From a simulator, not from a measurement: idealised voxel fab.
process module | voxel wiring stack
cross-section cut | 235 nm wide | cells 5 nm
A cross-section is a grid of square cells, given in bands from the top down. A band is one or more rows of cells.
Each band's line starts with the height of the band's top and of its bottom, in nm. Then come its materials from left to right, each with its width in nm. One material with "throughout" fills the band from edge to edge. "air" is empty space.
Height 0 is the level under which the wafer as received is all one material. The lowest band goes on downwards, as in "0 down".
A width such as "30 to 40" changes by the same amount from each row of cells to the next, from the band's top row to its bottom row.
"no change" after a step means that no cell of the cross-section changed.
closed voids: empty space of 8 cells or more with no open way to the top, each as width x height at its distance from the left edge, in nm
after a step's settings: what the simulator itself notes on the step
overlay nm, on a step with a mask: how far to the right of its planned place the mask lay; to the left if negative
Each pair below shows a cross-section before one step and the cross-section after it, down to the lowest band that changed. The line under each pair gives the step between them, with its settings. The pairs can come from different runs of this module on the same starting wafer, so a pair continues from the pair above only where its "before" says so.
before
  0 down: Si throughout
  closed voids: none
after
  15 to 0: SiO2 throughout
  below 0: unchanged
  closed voids: none
the step between: op CONFORMAL_DEP | material SiO2 | thk nm 15
before: the cross-section after the pair above
after
  20 to 15: TiN throughout
  below 15: unchanged
  closed voids: none
the step between: op DIRECTIONAL_DEP | material TiN | thk nm 5
before: the cross-section after the pair above
after
  45 to 20: W throughout
  below 20: unchanged
  closed voids: none
the step between: op DIRECTIONAL_DEP | material W | thk nm 25
before: the cross-section after the pair above
after
  60 to 45: aC throughout
  below 45: unchanged
  closed voids: none
the step between: op DIRECTIONAL_DEP | material aC | thk nm 15
before: the cross-section after the pair above
after
  95 to 60: air 60 | resist 25 | air 20 | resist 25 | air 20 | resist 25 | air 60
  below 60: unchanged
  closed voids: none
the step between: op PATTERN | tone cover | mask id METAL_1 | material resist | width nm 25 | pitch nm 45 | thk nm 35 | overlay nm 0
before: the cross-section after the pair above
after
  80 to 60: air 60 | resist 25 | air 20 | resist 25 | air 20 | resist 25 | air 60
  60 to 45: air 60 | aC 25 | air 20 | aC 25 | air 20 | aC 25 | air 60
  below 45: unchanged
  closed voids: none
the step between: op DIRECTIONAL_ETCH | etch materials aC | depth nm 15
before: the cross-section after the pair above
after
  60 to 45: air 60 | aC 25 | air 20 | aC 25 | air 20 | aC 25 | air 60
  below 45: unchanged
  closed voids: none
the step between: op STRIP | etch materials resist
before: the cross-section after the pair above
after
  60 to 45: air 60 | aC 25 | air 20 | aC 25 | air 20 | aC 25 | air 60
  45 to 20: air 60 | W 25 | air 20 | W 25 | air 20 | W 25 | air 60
  below 20: unchanged
  closed voids: none
the step between: op DIRECTIONAL_ETCH | etch materials W | depth nm 25
before: the cross-section after the pair above
after
  60 to 45: air 60 | aC 25 | air 20 | aC 25 | air 20 | aC 25 | air 60
  45 to 20: air 60 | W 25 | air 20 | W 25 | air 20 | W 25 | air 60
  20 to 15: air 60 | TiN 25 | air 20 | TiN 25 | air 20 | TiN 25 | air 60
  below 15: unchanged
  closed voids: none
the step between: op DIRECTIONAL_ETCH | etch materials TiN | depth nm 5
before: the cross-section after the pair above
after
  45 to 20: air 60 | W 25 | air 20 | W 25 | air 20 | W 25 | air 60
  below 20: unchanged
  closed voids: none
the step between: op STRIP | etch materials aC
before: the cross-section after the pair above
after
  50 to 45: air 55 | SiCN 35 | air 10 | SiCN 35 | air 10 | SiCN 35 | air 55
  45 to 20: air 55 | SiCN 5 | W 25 | SiCN 5 | air 10 | SiCN 5 | W 25 | SiCN 5 | air 10 | SiCN 5 | W 25 | SiCN 5 | air 55
  20 to 15: SiCN 60 | TiN 25 | SiCN 20 | TiN 25 | SiCN 20 | TiN 25 | SiCN 60
  below 15: unchanged
  closed voids: none
the step between: op CONFORMAL_DEP | material SiCN | thk nm 5
before: the cross-section after the pair above
after
  60 to 50: lowk throughout
  50 to 45: lowk 55 | SiCN 35 | lowk 10 | SiCN 35 | lowk 10 | SiCN 35 | lowk 55
  45 to 20: lowk 55 | SiCN 5 | W 25 | SiCN 5 | lowk 10 | SiCN 5 | W 25 | SiCN 5 | lowk 10 | SiCN 5 | W 25 | SiCN 5 | lowk 55
  below 20: unchanged
  closed voids: none
the step between: op FILL_DEP | material lowk | thk nm 10
before: the cross-section after the pair above
after
  45 to 20: lowk 55 | SiCN 5 | W 25 | SiCN 5 | lowk 10 | SiCN 5 | W 25 | SiCN 5 | lowk 10 | SiCN 5 | W 25 | SiCN 5 | lowk 55
  below 20: unchanged
  closed voids: none
the step between: op CMP | height nm 45
before: the cross-section after the pair above
after
  50 to 45: SiCN throughout
  below 45: unchanged
  closed voids: none
the step between: op CONFORMAL_DEP | material SiCN | thk nm 5
before: the cross-section after the pair above
after
  80 to 50: SiO2 throughout
  below 50: unchanged
  closed voids: none
the step between: op DIRECTIONAL_DEP | material SiO2 | thk nm 30
before: the cross-section after the pair above
after
  95 to 80: aC throughout
  below 80: unchanged
  closed voids: none
the step between: op DIRECTIONAL_DEP | material aC | thk nm 15
before: the cross-section after the pair above
after
  130 to 95: resist 60 | air 25 | resist 20 | air 25 | resist 20 | air 25 | resist 60
  below 95: unchanged
  closed voids: none
the step between: op PATTERN | tone open | mask id METAL_2 | material resist | width nm 25 | pitch nm 45 | thk nm 35 | overlay nm 0
before: the cross-section after the pair above
after
  115 to 95: resist 60 | air 25 | resist 20 | air 25 | resist 20 | air 25 | resist 60
  95 to 80: aC 60 | air 25 | aC 20 | air 25 | aC 20 | air 25 | aC 60
  below 80: unchanged
  closed voids: none
the step between: op DIRECTIONAL_ETCH | etch materials aC | depth nm 15
before: the cross-section after the pair above
after
  95 to 80: aC 60 | air 25 | aC 20 | air 25 | aC 20 | air 25 | aC 60
  below 80: unchanged
  closed voids: none
the step between: op STRIP | etch materials resist
before: the cross-section after the pair above
after
  95 to 80: aC 60 | air 25 | aC 20 | air 25 | aC 20 | air 25 | aC 60
  80 to 65: SiO2 60 | air 25 | SiO2 20 | air 25 | SiO2 20 | air 25 | SiO2 60
  below 65: unchanged
  closed voids: none
the step between: op DIRECTIONAL_ETCH | etch materials SiO2 | depth nm 15
before: the cross-section after the pair above
after
  80 to 65: SiO2 60 | air 25 | SiO2 20 | air 25 | SiO2 20 | air 25 | SiO2 60
  below 65: unchanged
  closed voids: none
the step between: op STRIP | etch materials aC
before: the cross-section after the pair above
after
  80 to 65: SiO2 60 | air 25 | SiO2 20 | air 25 | SiO2 20 | air 25 | SiO2 60
  65 to 50: SiO2 60 | air 15 | SiO2 30 | air 15 | SiO2 30 | air 15 | SiO2 70
  below 50: unchanged
  closed voids: none
the step between: op MASKED_ETCH | tone open | mask id METAL_2_HOLES | width nm 15 | pitch nm 45 | etch materials SiO2 | depth nm 15 | overlay nm 0
before: the cross-section after the pair above
after
  80 to 65: SiO2 60 | air 25 | SiO2 20 | air 25 | SiO2 20 | air 25 | SiO2 60
  65 to 50: SiO2 60 | air 15 | SiO2 30 | air 15 | SiO2 30 | air 15 | SiO2 70
  50 to 45: SiCN 60 | air 15 | SiCN 30 | air 15 | SiCN 30 | air 15 | SiCN 70
  below 45: unchanged
  closed voids: none
the step between: op MASKED_ETCH | tone open | mask id METAL_2_HOLES | width nm 15 | pitch nm 45 | etch materials SiCN | depth nm 5 | overlay nm 0
before: the cross-section after the pair above
after
  85 to 80: TiN 65 | air 15 | TiN 30 | air 15 | TiN 30 | air 15 | TiN 65
  80 to 70: SiO2 60 | TiN 5 | air 15 | TiN 5 | SiO2 20 | TiN 5 | air 15 | TiN 5 | SiO2 20 | TiN 5 | air 15 | TiN 5 | SiO2 60
  70 to 65: SiO2 60 | TiN 5 | air 5 | TiN 15 | SiO2 20 | TiN 5 | air 5 | TiN 15 | SiO2 20 | TiN 5 | air 5 | TiN 15 | SiO2 60
  65 to 50: SiO2 60 | TiN 5 | air 5 | TiN 5 | SiO2 30 | TiN 5 | air 5 | TiN 5 | SiO2 30 | TiN 5 | air 5 | TiN 5 | SiO2 70
  50 to 45: SiCN 60 | TiN 15 | SiCN 30 | TiN 15 | SiCN 30 | TiN 15 | SiCN 70
  below 45: unchanged
  closed voids: none
the step between: op CONFORMAL_DEP | material TiN | thk nm 5
before: the cross-section after the pair above
after
  95 to 85: Cu throughout
  85 to 80: TiN 65 | Cu 15 | TiN 30 | Cu 15 | TiN 30 | Cu 15 | TiN 65
  80 to 70: SiO2 60 | TiN 5 | Cu 15 | TiN 5 | SiO2 20 | TiN 5 | Cu 15 | TiN 5 | SiO2 20 | TiN 5 | Cu 15 | TiN 5 | SiO2 60
  70 to 65: SiO2 60 | TiN 5 | Cu 5 | TiN 15 | SiO2 20 | TiN 5 | Cu 5 | TiN 15 | SiO2 20 | TiN 5 | Cu 5 | TiN 15 | SiO2 60
  65 to 50: SiO2 60 | TiN 5 | Cu 5 | TiN 5 | SiO2 30 | TiN 5 | Cu 5 | TiN 5 | SiO2 30 | TiN 5 | Cu 5 | TiN 5 | SiO2 70
  below 50: unchanged
  closed voids: none
the step between: op FILL_DEP | material Cu | thk nm 10
before: the cross-section after the pair above
after
  80 to 70: SiO2 60 | TiN 5 | Cu 15 | TiN 5 | SiO2 20 | TiN 5 | Cu 15 | TiN 5 | SiO2 20 | TiN 5 | Cu 15 | TiN 5 | SiO2 60
  below 70: unchanged
  closed voids: none
the step between: op CMP | height nm 80
before: the cross-section after the pair above
after
  85 to 80: SiCN throughout
  below 80: unchanged
  closed voids: none
the step between: op CONFORMAL_DEP | material SiCN | thk nm 5
before: the cross-section after the pair above
after
  110 to 85: SiO2 throughout
  below 85: unchanged
  closed voids: none
the step between: op DIRECTIONAL_DEP | material SiO2 | thk nm 25
before: the cross-section after the pair above
after
  125 to 110: resist 60 | air 25 | resist 20 | air 25 | resist 20 | air 25 | resist 60
  below 110: unchanged
  closed voids: none
the step between: op PATTERN | tone open | mask id METAL_3 | material resist | width nm 25 | pitch nm 45 | thk nm 15 | overlay nm 0
before: the cross-section after the pair above
after
  125 to 110: resist 60 | air 25 | resist 20 | air 25 | resist 20 | air 25 | resist 60
  110 to 95: SiO2 60 | air 25 | SiO2 20 | air 25 | SiO2 20 | air 25 | SiO2 60
  below 95: unchanged
  closed voids: none
the step between: op DIRECTIONAL_ETCH | etch materials SiO2 | depth nm 15
before: the cross-section after the pair above
after
  110 to 95: SiO2 60 | air 25 | SiO2 20 | air 25 | SiO2 20 | air 25 | SiO2 60
  below 95: unchanged
  closed voids: none
the step between: op STRIP | etch materials resist
before: the cross-section after the pair above
after
  110 to 95: SiO2 60 | air 25 | SiO2 20 | air 25 | SiO2 20 | air 25 | SiO2 60
  95 to 85: SiO2 60 | air 15 | SiO2 75 | air 15 | SiO2 70
  below 85: unchanged
  closed voids: none
the step between: op MASKED_ETCH | tone open | mask id METAL_3_HOLES | width nm 15 | pitch nm 90 | etch materials SiO2 | depth nm 10 | overlay nm 0
before: the cross-section after the pair above
after
  110 to 95: SiO2 60 | air 25 | SiO2 20 | air 25 | SiO2 20 | air 25 | SiO2 60
  95 to 85: SiO2 60 | air 15 | SiO2 75 | air 15 | SiO2 70
  85 to 80: SiCN 60 | air 15 | SiCN 75 | air 15 | SiCN 70
  below 80: unchanged
  closed voids: none
the step between: op MASKED_ETCH | tone open | mask id METAL_3_HOLES | width nm 15 | pitch nm 90 | etch materials SiCN | depth nm 5 | overlay nm 0
before: the cross-section after the pair above
after
  115 to 110: TiN 65 | air 15 | TiN 30 | air 15 | TiN 30 | air 15 | TiN 65
  110 to 100: SiO2 60 | TiN 5 | air 15 | TiN 5 | SiO2 20 | TiN 5 | air 15 | TiN 5 | SiO2 20 | TiN 5 | air 15 | TiN 5 | SiO2 60
  100 to 95: SiO2 60 | TiN 5 | air 5 | TiN 15 | SiO2 20 | TiN 25 | SiO2 20 | TiN 5 | air 5 | TiN 15 | SiO2 60
  95 to 85: SiO2 60 | TiN 5 | air 5 | TiN 5 | SiO2 75 | TiN 5 | air 5 | TiN 5 | SiO2 70
  85 to 80: SiCN 60 | TiN 15 | SiCN 75 | TiN 15 | SiCN 70
  below 80: unchanged
  closed voids: none
the step between: op CONFORMAL_DEP | material TiN | thk nm 5
before: the cross-section after the pair above
after
  125 to 115: Cu throughout
  115 to 110: TiN 65 | Cu 15 | TiN 30 | Cu 15 | TiN 30 | Cu 15 | TiN 65
  110 to 100: SiO2 60 | TiN 5 | Cu 15 | TiN 5 | SiO2 20 | TiN 5 | Cu 15 | TiN 5 | SiO2 20 | TiN 5 | Cu 15 | TiN 5 | SiO2 60
  100 to 95: SiO2 60 | TiN 5 | Cu 5 | TiN 15 | SiO2 20 | TiN 25 | SiO2 20 | TiN 5 | Cu 5 | TiN 15 | SiO2 60
  95 to 85: SiO2 60 | TiN 5 | Cu 5 | TiN 5 | SiO2 75 | TiN 5 | Cu 5 | TiN 5 | SiO2 70
  below 85: unchanged
  closed voids: none
the step between: op FILL_DEP | material Cu | thk nm 10
before: the cross-section after the pair above
after
  110 to 100: SiO2 60 | TiN 5 | Cu 15 | TiN 5 | SiO2 20 | TiN 5 | Cu 15 | TiN 5 | SiO2 20 | TiN 5 | Cu 15 | TiN 5 | SiO2 60
  below 100: unchanged
  closed voids: none
the step between: op CMP | height nm 110
before: the cross-section after the pair above
after
  115 to 110: SiCN throughout
  below 110: unchanged
  closed voids: none
the step between: op CONFORMAL_DEP | material SiCN | thk nm 5
before
  125 to 115: Cu throughout
  115 to 110: TiN 65 | Cu 15 | TiN 30 | Cu 15 | TiN 30 | Cu 15 | TiN 65
  110 to 100: SiO2 60 | TiN 5 | Cu 15 | TiN 5 | SiO2 20 | TiN 5 | Cu 15 | TiN 5 | SiO2 20 | TiN 5 | Cu 15 | TiN 5 | SiO2 60
  100 to 95: SiO2 60 | TiN 5 | Cu 5 | TiN 15 | SiO2 20 | TiN 25 | SiO2 20 | TiN 5 | Cu 5 | TiN 15 | SiO2 60
  95 to 85: SiO2 60 | TiN 5 | Cu 5 | TiN 5 | SiO2 75 | TiN 5 | Cu 5 | TiN 5 | SiO2 70
  85 to 80: SiCN 60 | TiN 15 | SiCN 75 | TiN 15 | SiCN 70
  80 to 70: SiO2 60 | TiN 5 | Cu 15 | TiN 5 | SiO2 20 | TiN 5 | Cu 15 | TiN 5 | SiO2 20 | TiN 5 | Cu 15 | TiN 5 | SiO2 60
  70 to 65: SiO2 60 | TiN 5 | Cu 5 | TiN 15 | SiO2 20 | TiN 5 | Cu 5 | TiN 15 | SiO2 20 | TiN 5 | Cu 5 | TiN 15 | SiO2 60
  65 to 50: SiO2 60 | TiN 5 | Cu 5 | TiN 5 | SiO2 30 | TiN 5 | Cu 5 | TiN 5 | SiO2 30 | TiN 5 | Cu 5 | TiN 5 | SiO2 70
  50 to 45: SiCN 60 | TiN 15 | SiCN 30 | TiN 15 | SiCN 30 | TiN 15 | SiCN 70
  45 to 20: lowk 55 | SiCN 5 | W 25 | SiCN 5 | lowk 10 | SiCN 5 | W 25 | SiCN 5 | lowk 10 | SiCN 5 | W 25 | SiCN 5 | lowk 55
  20 to 15: SiCN 60 | TiN 25 | SiCN 20 | TiN 25 | SiCN 20 | TiN 25 | SiCN 60
  15 to 0: SiO2 throughout
  0 down: Si throughout
  closed voids: none
after
  130 to 125: SiCN throughout
  below 125: unchanged
  closed voids: none
the step between: op CONFORMAL_DEP | material SiCN | thk nm 5
before
  15 to 0: SiO2 throughout
  0 down: Si throughout
  closed voids: none
after
  30 to 0: SiO2 throughout
  below 0: unchanged
  closed voids: none
the step between: op CONFORMAL_DEP | material SiO2 | thk nm 15
before: the cross-section after the pair above
after
  35 to 30: TiN throughout
  below 30: unchanged
  closed voids: none
the step between: op DIRECTIONAL_DEP | material TiN | thk nm 5
before: the cross-section after the pair above
after
  60 to 35: W throughout
  below 35: unchanged
  closed voids: none
the step between: op DIRECTIONAL_DEP | material W | thk nm 25
before: the cross-section after the pair above
after
  75 to 60: aC throughout
  below 60: unchanged
  closed voids: none
the step between: op DIRECTIONAL_DEP | material aC | thk nm 15
before: the cross-section after the pair above
after
  110 to 75: air 60 | resist 25 | air 20 | resist 25 | air 20 | resist 25 | air 60
  below 75: unchanged
  closed voids: none
the step between: op PATTERN | tone cover | mask id METAL_1 | material resist | width nm 25 | pitch nm 45 | thk nm 35 | overlay nm 0
before: the cross-section after the pair above
after
  95 to 75: air 60 | resist 25 | air 20 | resist 25 | air 20 | resist 25 | air 60
  75 to 60: air 60 | aC 25 | air 20 | aC 25 | air 20 | aC 25 | air 60
  below 60: unchanged
  closed voids: none
the step between: op DIRECTIONAL_ETCH | etch materials aC | depth nm 15
before: the cross-section after the pair above
after
  75 to 60: air 60 | aC 25 | air 20 | aC 25 | air 20 | aC 25 | air 60
  below 60: unchanged
  closed voids: none
the step between: op STRIP | etch materials resist
before: the cross-section after the pair above
after
  75 to 60: air 60 | aC 25 | air 20 | aC 25 | air 20 | aC 25 | air 60
  60 to 35: air 60 | W 25 | air 20 | W 25 | air 20 | W 25 | air 60
  below 35: unchanged
  closed voids: none
the step between: op DIRECTIONAL_ETCH | etch materials W | depth nm 25
before: the cross-section after the pair above
after
  75 to 60: air 60 | aC 25 | air 20 | aC 25 | air 20 | aC 25 | air 60
  60 to 35: air 60 | W 25 | air 20 | W 25 | air 20 | W 25 | air 60
  35 to 30: air 60 | TiN 25 | air 20 | TiN 25 | air 20 | TiN 25 | air 60
  below 30: unchanged
  closed voids: none
the step between: op DIRECTIONAL_ETCH | etch materials TiN | depth nm 5
before: the cross-section after the pair above
after
  60 to 35: air 60 | W 25 | air 20 | W 25 | air 20 | W 25 | air 60
  below 35: unchanged
  closed voids: none
the step between: op STRIP | etch materials aC
before: the cross-section after the pair above
after
  65 to 60: air 55 | SiCN 35 | air 10 | SiCN 35 | air 10 | SiCN 35 | air 55
  60 to 35: air 55 | SiCN 5 | W 25 | SiCN 5 | air 10 | SiCN 5 | W 25 | SiCN 5 | air 10 | SiCN 5 | W 25 | SiCN 5 | air 55
  35 to 30: SiCN 60 | TiN 25 | SiCN 20 | TiN 25 | SiCN 20 | TiN 25 | SiCN 60
  below 30: unchanged
  closed voids: none
the step between: op CONFORMAL_DEP | material SiCN | thk nm 5
before: the cross-section after the pair above
after
  75 to 65: lowk throughout
  65 to 60: lowk 55 | SiCN 35 | lowk 10 | SiCN 35 | lowk 10 | SiCN 35 | lowk 55
  60 to 35: lowk 55 | SiCN 5 | W 25 | SiCN 5 | lowk 10 | SiCN 5 | W 25 | SiCN 5 | lowk 10 | SiCN 5 | W 25 | SiCN 5 | lowk 55
  below 35: unchanged
  closed voids: none
the step between: op FILL_DEP | material lowk | thk nm 10
before: the cross-section after the pair above
after
  45 to 35: lowk 55 | SiCN 5 | W 25 | SiCN 5 | lowk 10 | SiCN 5 | W 25 | SiCN 5 | lowk 10 | SiCN 5 | W 25 | SiCN 5 | lowk 55
  below 35: unchanged
  closed voids: none
the step between: op CMP | height nm 45
before: the cross-section after the pair above
after
  50 to 45: SiCN throughout
  below 45: unchanged
  closed voids: none
the step between: op CONFORMAL_DEP | material SiCN | thk nm 5
before: the cross-section after the pair above
after
  80 to 50: SiO2 throughout
  below 50: unchanged
  closed voids: none
the step between: op DIRECTIONAL_DEP | material SiO2 | thk nm 30
before: the cross-section after the pair above
after
  95 to 80: aC throughout
  below 80: unchanged
  closed voids: none
the step between: op DIRECTIONAL_DEP | material aC | thk nm 15
before: the cross-section after the pair above
after
  130 to 95: resist 60 | air 25 | resist 20 | air 25 | resist 20 | air 25 | resist 60
  below 95: unchanged
  closed voids: none
the step between: op PATTERN | tone open | mask id METAL_2 | material resist | width nm 25 | pitch nm 45 | thk nm 35 | overlay nm 0
before: the cross-section after the pair above
after
  115 to 95: resist 60 | air 25 | resist 20 | air 25 | resist 20 | air 25 | resist 60
  95 to 80: aC 60 | air 25 | aC 20 | air 25 | aC 20 | air 25 | aC 60
  below 80: unchanged
  closed voids: none
the step between: op DIRECTIONAL_ETCH | etch materials aC | depth nm 15
before: the cross-section after the pair above
after
  95 to 80: aC 60 | air 25 | aC 20 | air 25 | aC 20 | air 25 | aC 60
  below 80: unchanged
  closed voids: none
the step between: op STRIP | etch materials resist
before: the cross-section after the pair above
after
  95 to 80: aC 60 | air 25 | aC 20 | air 25 | aC 20 | air 25 | aC 60
  80 to 65: SiO2 60 | air 25 | SiO2 20 | air 25 | SiO2 20 | air 25 | SiO2 60
  below 65: unchanged
  closed voids: none
the step between: op DIRECTIONAL_ETCH | etch materials SiO2 | depth nm 15
before: the cross-section after the pair above
after
  80 to 65: SiO2 60 | air 25 | SiO2 20 | air 25 | SiO2 20 | air 25 | SiO2 60
  below 65: unchanged
  closed voids: none
the step between: op STRIP | etch materials aC
before: the cross-section after the pair above
after
  80 to 65: SiO2 60 | air 25 | SiO2 20 | air 25 | SiO2 20 | air 25 | SiO2 60
  65 to 50: SiO2 60 | air 15 | SiO2 30 | air 15 | SiO2 30 | air 15 | SiO2 70
  below 50: unchanged
  closed voids: none
the step between: op MASKED_ETCH | tone open | mask id METAL_2_HOLES | width nm 15 | pitch nm 45 | etch materials SiO2 | depth nm 15 | overlay nm 0
before: the cross-section after the pair above
after
  80 to 65: SiO2 60 | air 25 | SiO2 20 | air 25 | SiO2 20 | air 25 | SiO2 60
  65 to 50: SiO2 60 | air 15 | SiO2 30 | air 15 | SiO2 30 | air 15 | SiO2 70
  50 to 45: SiCN 60 | air 15 | SiCN 30 | air 15 | SiCN 30 | air 15 | SiCN 70
  below 45: unchanged
  closed voids: none
the step between: op MASKED_ETCH | tone open | mask id METAL_2_HOLES | width nm 15 | pitch nm 45 | etch materials SiCN | depth nm 5 | overlay nm 0
before: the cross-section after the pair above
after
  85 to 80: TiN 65 | air 15 | TiN 30 | air 15 | TiN 30 | air 15 | TiN 65
  80 to 70: SiO2 60 | TiN 5 | air 15 | TiN 5 | SiO2 20 | TiN 5 | air 15 | TiN 5 | SiO2 20 | TiN 5 | air 15 | TiN 5 | SiO2 60
  70 to 65: SiO2 60 | TiN 5 | air 5 | TiN 15 | SiO2 20 | TiN 5 | air 5 | TiN 15 | SiO2 20 | TiN 5 | air 5 | TiN 15 | SiO2 60
  65 to 50: SiO2 60 | TiN 5 | air 5 | TiN 5 | SiO2 30 | TiN 5 | air 5 | TiN 5 | SiO2 30 | TiN 5 | air 5 | TiN 5 | SiO2 70
  50 to 45: SiCN 60 | TiN 15 | SiCN 30 | TiN 15 | SiCN 30 | TiN 15 | SiCN 70
  below 45: unchanged
  closed voids: none
the step between: op CONFORMAL_DEP | material TiN | thk nm 5
before: the cross-section after the pair above
after
  95 to 85: Cu throughout
  85 to 80: TiN 65 | Cu 15 | TiN 30 | Cu 15 | TiN 30 | Cu 15 | TiN 65
  80 to 70: SiO2 60 | TiN 5 | Cu 15 | TiN 5 | SiO2 20 | TiN 5 | Cu 15 | TiN 5 | SiO2 20 | TiN 5 | Cu 15 | TiN 5 | SiO2 60
  70 to 65: SiO2 60 | TiN 5 | Cu 5 | TiN 15 | SiO2 20 | TiN 5 | Cu 5 | TiN 15 | SiO2 20 | TiN 5 | Cu 5 | TiN 15 | SiO2 60
  65 to 50: SiO2 60 | TiN 5 | Cu 5 | TiN 5 | SiO2 30 | TiN 5 | Cu 5 | TiN 5 | SiO2 30 | TiN 5 | Cu 5 | TiN 5 | SiO2 70
  below 50: unchanged
  closed voids: none
the step between: op FILL_DEP | material Cu | thk nm 10
before: the cross-section after the pair above
after
  80 to 70: SiO2 60 | TiN 5 | Cu 15 | TiN 5 | SiO2 20 | TiN 5 | Cu 15 | TiN 5 | SiO2 20 | TiN 5 | Cu 15 | TiN 5 | SiO2 60
  below 70: unchanged
  closed voids: none
the step between: op CMP | height nm 80
before: the cross-section after the pair above
after
  85 to 80: SiCN throughout
  below 80: unchanged
  closed voids: none
the step between: op CONFORMAL_DEP | material SiCN | thk nm 5
before: the cross-section after the pair above
after
  110 to 85: SiO2 throughout
  below 85: unchanged
  closed voids: none
the step between: op DIRECTIONAL_DEP | material SiO2 | thk nm 25
before: the cross-section after the pair above
after
  125 to 110: resist 60 | air 25 | resist 20 | air 25 | resist 20 | air 25 | resist 60
  below 110: unchanged
  closed voids: none
the step between: op PATTERN | tone open | mask id METAL_3 | material resist | width nm 25 | pitch nm 45 | thk nm 15 | overlay nm 0
before: the cross-section after the pair above
after
  125 to 110: resist 60 | air 25 | resist 20 | air 25 | resist 20 | air 25 | resist 60
  110 to 95: SiO2 60 | air 25 | SiO2 20 | air 25 | SiO2 20 | air 25 | SiO2 60
  below 95: unchanged
  closed voids: none
the step between: op DIRECTIONAL_ETCH | etch materials SiO2 | depth nm 15
before: the cross-section after the pair above
after
  110 to 95: SiO2 60 | air 25 | SiO2 20 | air 25 | SiO2 20 | air 25 | SiO2 60
  below 95: unchanged
  closed voids: none
the step between: op STRIP | etch materials resist
before: the cross-section after the pair above
after
  110 to 95: SiO2 60 | air 25 | SiO2 20 | air 25 | SiO2 20 | air 25 | SiO2 60
  95 to 85: SiO2 60 | air 15 | SiO2 75 | air 15 | SiO2 70
  below 85: unchanged
  closed voids: none
the step between: op MASKED_ETCH | tone open | mask id METAL_3_HOLES | width nm 15 | pitch nm 90 | etch materials SiO2 | depth nm 10 | overlay nm 0
before: the cross-section after the pair above
after
  110 to 95: SiO2 60 | air 25 | SiO2 20 | air 25 | SiO2 20 | air 25 | SiO2 60
  95 to 85: SiO2 60 | air 15 | SiO2 75 | air 15 | SiO2 70
  85 to 80: SiCN 60 | air 15 | SiCN 75 | air 15 | SiCN 70
  below 80: unchanged
  closed voids: none
the step between: op MASKED_ETCH | tone open | mask id METAL_3_HOLES | width nm 15 | pitch nm 90 | etch materials SiCN | depth nm 5 | overlay nm 0
before: the cross-section after the pair above
after
  115 to 110: TiN 65 | air 15 | TiN 30 | air 15 | TiN 30 | air 15 | TiN 65
  110 to 100: SiO2 60 | TiN 5 | air 15 | TiN 5 | SiO2 20 | TiN 5 | air 15 | TiN 5 | SiO2 20 | TiN 5 | air 15 | TiN 5 | SiO2 60
  100 to 95: SiO2 60 | TiN 5 | air 5 | TiN 15 | SiO2 20 | TiN 25 | SiO2 20 | TiN 5 | air 5 | TiN 15 | SiO2 60
  95 to 85: SiO2 60 | TiN 5 | air 5 | TiN 5 | SiO2 75 | TiN 5 | air 5 | TiN 5 | SiO2 70
  85 to 80: SiCN 60 | TiN 15 | SiCN 75 | TiN 15 | SiCN 70
  below 80: unchanged
  closed voids: none
the step between: op CONFORMAL_DEP | material TiN | thk nm 5
before: the cross-section after the pair above
after
  125 to 115: Cu throughout
  115 to 110: TiN 65 | Cu 15 | TiN 30 | Cu 15 | TiN 30 | Cu 15 | TiN 65
  110 to 100: SiO2 60 | TiN 5 | Cu 15 | TiN 5 | SiO2 20 | TiN 5 | Cu 15 | TiN 5 | SiO2 20 | TiN 5 | Cu 15 | TiN 5 | SiO2 60
  100 to 95: SiO2 60 | TiN 5 | Cu 5 | TiN 15 | SiO2 20 | TiN 25 | SiO2 20 | TiN 5 | Cu 5 | TiN 15 | SiO2 60
  95 to 85: SiO2 60 | TiN 5 | Cu 5 | TiN 5 | SiO2 75 | TiN 5 | Cu 5 | TiN 5 | SiO2 70
  below 85: unchanged
  closed voids: none
the step between: op FILL_DEP | material Cu | thk nm 10
before: the cross-section after the pair above
after
  110 to 100: SiO2 60 | TiN 5 | Cu 15 | TiN 5 | SiO2 20 | TiN 5 | Cu 15 | TiN 5 | SiO2 20 | TiN 5 | Cu 15 | TiN 5 | SiO2 60
  below 100: unchanged
  closed voids: none
the step between: op CMP | height nm 110
before: the cross-section after the pair above
after
  115 to 110: SiCN throughout
  below 110: unchanged
  closed voids: none
the step between: op CONFORMAL_DEP | material SiCN | thk nm 5
before
  45 to 20: lowk 55 | SiCN 5 | W 25 | SiCN 5 | lowk 10 | SiCN 5 | W 25 | SiCN 5 | lowk 10 | SiCN 5 | W 25 | SiCN 5 | lowk 55
  20 to 15: SiCN 60 | TiN 25 | SiCN 20 | TiN 25 | SiCN 20 | TiN 25 | SiCN 60
  15 to 0: SiO2 throughout
  0 down: Si throughout
  closed voids: none
after
  75 to 45: SiO2 throughout
  below 45: unchanged
  closed voids: none
the step between: op DIRECTIONAL_DEP | material SiO2 | thk nm 30
before: the cross-section after the pair above
after
  80 to 75: SiCN throughout
  below 75: unchanged
  closed voids: none
the step between: op CONFORMAL_DEP | material SiCN | thk nm 5
before: the cross-section after the pair above
after
  95 to 80: aC throughout
  below 80: unchanged
  closed voids: none
the step between: op DIRECTIONAL_DEP | material aC | thk nm 15
before: the cross-section after the pair above
after
  130 to 95: resist 60 | air 25 | resist 20 | air 25 | resist 20 | air 25 | resist 60
  below 95: unchanged
  closed voids: none
the step between: op PATTERN | tone open | mask id METAL_2 | material resist | width nm 25 | pitch nm 45 | thk nm 35 | overlay nm 0
before: the cross-section after the pair above
after
  115 to 95: resist 60 | air 25 | resist 20 | air 25 | resist 20 | air 25 | resist 60
  95 to 80: aC 60 | air 25 | aC 20 | air 25 | aC 20 | air 25 | aC 60
  below 80: unchanged
  closed voids: none
the step between: op DIRECTIONAL_ETCH | etch materials aC | depth nm 15
before: the cross-section after the pair above
after
  95 to 80: aC 60 | air 25 | aC 20 | air 25 | aC 20 | air 25 | aC 60
  below 80: unchanged
  closed voids: none
the step between: op STRIP | etch materials resist
before: the cross-section after the pair above
after
  80 to 75: SiCN throughout
  below 75: unchanged
  closed voids: none
the step between: op STRIP | etch materials aC
before: the cross-section after the pair above
after
  80 to 75: SiCN 60 | air 15 | SiCN 30 | air 15 | SiCN 30 | air 15 | SiCN 70
  below 75: unchanged
  closed voids: none
the step between: op MASKED_ETCH | tone open | mask id METAL_2_HOLES | width nm 15 | pitch nm 45 | etch materials SiCN | depth nm 5 | overlay nm 0
before: the cross-section after the pair above
after
  85 to 80: TiN 65 | air 5 | TiN 40 | air 5 | TiN 40 | air 5 | TiN 75
  80 to 75: SiCN 60 | TiN 15 | SiCN 30 | TiN 15 | SiCN 30 | TiN 15 | SiCN 70
  below 75: unchanged
  closed voids: none
the step between: op CONFORMAL_DEP | material TiN | thk nm 5
before: the cross-section after the pair above
after
  95 to 85: Cu throughout
  85 to 80: TiN 65 | Cu 5 | TiN 40 | Cu 5 | TiN 40 | Cu 5 | TiN 75
  below 80: unchanged
  closed voids: none
the step between: op FILL_DEP | material Cu | thk nm 10
